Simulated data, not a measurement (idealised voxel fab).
Process module under the name voxel transistor to metal
Section cut is 195 nm wide and gridded with 5 nm square cells.
Cross-section, as written here: a square-cell grid given band by band from the top down, where a band holds one or more rows of cells.
First you get the band's top height and its bottom height, in nm, and then the materials it's made of, left to right, with each width in nm. If you see a single material with "full width", that one covers the band edge to edge. "blank" is empty space.
Note: height 0 marks the level under which the wafer is uniformly one material as received. Lowest band unbounded below, written "0 and below".
The expression "30..40" gives the width at the extremes of the band, the first number at its top row of cells and the second at its bottom row, with the width changing by equal amounts from each row to the next in between.
You'll sometimes find "no modifications" written for a step, and that's the way of saying that nowhere in the cross-section did a cell change during that step.
"Sealed internal cavities" lists enclosed empty spaces (at least 8 cells, no open path upward to the top), each as width x height at distance from the left edge, in nm.
That trailing text on a step's line, after the settings, is the simulator's own remark on the step.
"overlay nm", when on a step's line for a step with a mask, measures how far to the right of its planned place the mask lay; a negative measure means to the left.
Planned process steps:
1,RECEIVE | material Si
2,OXIDIZE | depth nm 5
3,CONFORMAL_DEP | material SiN | thk nm 10
4,DIRECTIONAL_DEP | material aC | thk nm 10
5,PATTERN | tone cover | mask id ACTIVE | material resist | width nm 105 | thk nm 25 | overlay nm 0
6,DIRECTIONAL_ETCH | etch materials aC | depth nm 10
7,STRIP | etch materials resist
8,DIRECTIONAL_ETCH | etch materials SiN | depth nm 10
9,DIRECTIONAL_ETCH | etch materials SiO2 | depth nm 5
10,DIRECTIONAL_ETCH | etch materials Si | depth nm 35
11,STRIP | etch materials aC
12,OXIDIZE | depth nm 5
13,FILL_DEP | material SiO2 | thk nm 15
14,CMP | height nm 10
15,SELECTIVE_ETCH | etch materials SiO2 | depth nm 10
16,STRIP | etch materials SiN
17,SELECTIVE_ETCH | etch materials SiO2 | depth nm 5
18,OXIDIZE | depth nm 5
19,DIRECTIONAL_DEP | material polySi | thk nm 30
20,DIRECTIONAL_DEP | material SiCN | thk nm 10
21,DIRECTIONAL_DEP | material aC | thk nm 15
22,PATTERN | tone cover | mask id GATE | material resist | width nm 35 | thk nm 35 | overlay nm 0
23,DIRECTIONAL_ETCH | etch materials aC | depth nm 15
24,STRIP | etch materials resist
25,DIRECTIONAL_ETCH | etch materials SiCN | depth nm 20
26,DIRECTIONAL_ETCH | etch materials polySi | depth nm 40
27,STRIP | etch materials aC
28,CONFORMAL_DEP | material SiO2 | thk nm 5
29,DIRECTIONAL_ETCH | etch materials SiO2 | depth nm 5
30,CONFORMAL_DEP | material SiN | thk nm 5
31,DIRECTIONAL_ETCH | etch materials SiN | depth nm 5
32,DIRECTIONAL_ETCH | etch materials SiO2 | depth nm 5
33,DIRECTIONAL_ETCH | etch materials Si | depth nm 5
34,EPI | material nSi | thk nm 10
35,FILL_DEP | material SiO2 | thk nm 10
36,CMP | height nm 25
37,STRIP | etch materials polySi
38,SELECTIVE_ETCH | etch materials SiO2 | depth nm 5
39,CONFORMAL_DEP | material HfO2 | thk nm 5
40,CONFORMAL_DEP | material TiN | thk nm 5
41,FILL_DEP | material W | thk nm 5
42,CMP | height nm 20
43,DIRECTIONAL_DEP | material SiO2 | thk nm 10
44,PATTERN | tone open | mask id CONTACT | material resist | width nm 15 | pitch nm 80 | thk nm 15 | overlay nm 0
45,DIRECTIONAL_ETCH | etch materials SiO2 | depth nm 35
46,STRIP | etch materials resist
47,CONFORMAL_DEP | material TiN | thk nm 5
48,FILL_DEP | material W | thk nm 10
49,CMP | height nm 30
50,DIRECTIONAL_DEP | material TiN | thk nm 5
51,DIRECTIONAL_DEP | material Ru | thk nm 20
52,PATTERN | tone cover | mask id METAL_1 | material resist | width nm 15 | pitch nm 80 | thk nm 15 | overlay nm 0
53,DIRECTIONAL_ETCH | etch materials Ru | depth nm 20
54,DIRECTIONAL_ETCH | etch materials TiN | depth nm 5
55,STRIP | etch materials resist
56,FILL_DEP | material lowk | thk nm 5
57,CMP | height nm 55
58,CONFORMAL_DEP | material SiCN | thk nm 5
59,DIRECTIONAL_DEP | material SiO2 | thk nm 35
60,PATTERN | tone open | mask id METAL_2 | material resist | width nm 15 | pitch nm 80 | thk nm 15 | overlay nm 0
61,DIRECTIONAL_ETCH | etch materials SiO2 | depth nm 20
62,STRIP | etch materials resist
63,PATTERN | tone open | mask id METAL_2_HOLES | material resist | width nm 15 | pitch nm 80 | thk nm 15 | overlay nm 0
64,DIRECTIONAL_ETCH | etch materials SiO2 | depth nm 15
65,DIRECTIONAL_ETCH | etch materials SiCN | depth nm 5
66,STRIP | etch materials resist
67,CONFORMAL_DEP | material TiN | thk nm 5
68,FILL_DEP | material Cu | thk nm 10
69,CMP | height nm 95
70,CONFORMAL_DEP | material SiCN | thk nm 5
Wafer as received: cross-section following step 1:
    0 and below: Si full width
    Sealed internal cavities: none
The module was run from the start shown above using the plan shown above, but one mistake was made doing it; the resulting wafer cross-section is below:
    100 down to 95: SiCN full width
    95 down to 85: SiO2 45 nm, then TiN 5 nm, then Cu 15 nm, then TiN 5 nm, then SiO2 55 nm, then TiN 5 nm, then Cu 15 nm, then TiN 5 nm, then SiO2 45 nm
    85 down to 80: SiO2 45 nm, then TiN 10 nm, then Cu 5 nm, then TiN 10 nm, then SiO2 55 nm, then TiN 10 nm, then Cu 5 nm, then TiN 10 nm, then SiO2 45 nm
    80 down to 60: SiO2 50 nm, then TiN 5 nm, then Cu 5 nm, then TiN 5 nm, then SiO2 65 nm, then TiN 5 nm, then Cu 5 nm, then TiN 5 nm, then SiO2 50 nm
    60 down to 55: SiCN 50 nm, then TiN 15 nm, then SiCN 65 nm, then TiN 15 nm, then SiCN 50 nm
    55 down to 35: lowk 50 nm, then Ru 15 nm, then lowk 65 nm, then Ru 15 nm, then lowk 50 nm
    35 down to 30: lowk 50 nm, then TiN 15 nm, then lowk 65 nm, then TiN 15 nm, then lowk 50 nm
    30 down to 20: SiO2 50 nm, then TiN 5 nm, then W 5 nm, then TiN 5 nm, then SiO2 65 nm, then TiN 5 nm, then W 5 nm, then TiN 5 nm, then SiO2 50 nm
    20 down to 5: SiO2 50 nm, then TiN 5 nm, then W 5 nm, then TiN 5 nm, then SiO2 5 nm, then SiN 5 nm, then HfO2 5 nm, then TiN 5 nm, then W 25 nm, then TiN 5 nm, then HfO2 5 nm, then SiN 5 nm, then SiO2 5 nm, then TiN 5 nm, then W 5 nm, then TiN 5 nm, then SiO2 50 nm
    5 down to 0: SiO2 50 nm, then TiN 15 nm, then SiO2 5 nm, then SiN 5 nm, then HfO2 5 nm, then TiN 5 nm, then W 25 nm, then TiN 5 nm, then HfO2 5 nm, then SiN 5 nm, then SiO2 5 nm, then TiN 15 nm, then SiO2 50 nm
    0 down to -5: SiO2 50 nm, then TiN 10 nm, then nSi 10 nm, then SiN 5 nm, then HfO2 5 nm, then TiN 35 nm, then HfO2 5 nm, then SiN 5 nm, then nSi 10 nm, then TiN 10 nm, then SiO2 50 nm
    -5 down to -10: SiO2 45 nm, then nSi 25 nm, then SiO2 5 nm, then HfO2 45 nm, then SiO2 5 nm, then nSi 25 nm, then SiO2 45 nm
    -10 down to -15: SiO2 50 nm, then nSi 20 nm, then Si 55 nm, then nSi 20 nm, then SiO2 50 nm
    -15 down to -45: SiO2 50 nm, then Si 95 nm, then SiO2 50 nm
    -45 and below: Si full width
    Sealed internal cavities: none
Misprocessing identified: it should be noted that step 63 was executed with settings other than those planned, the operation and settings actually applied being PATTERN | tone open | mask id METAL_2_HOLES | material resist | width nm 25 | pitch nm 80 | thk nm 15 | overlay nm 0
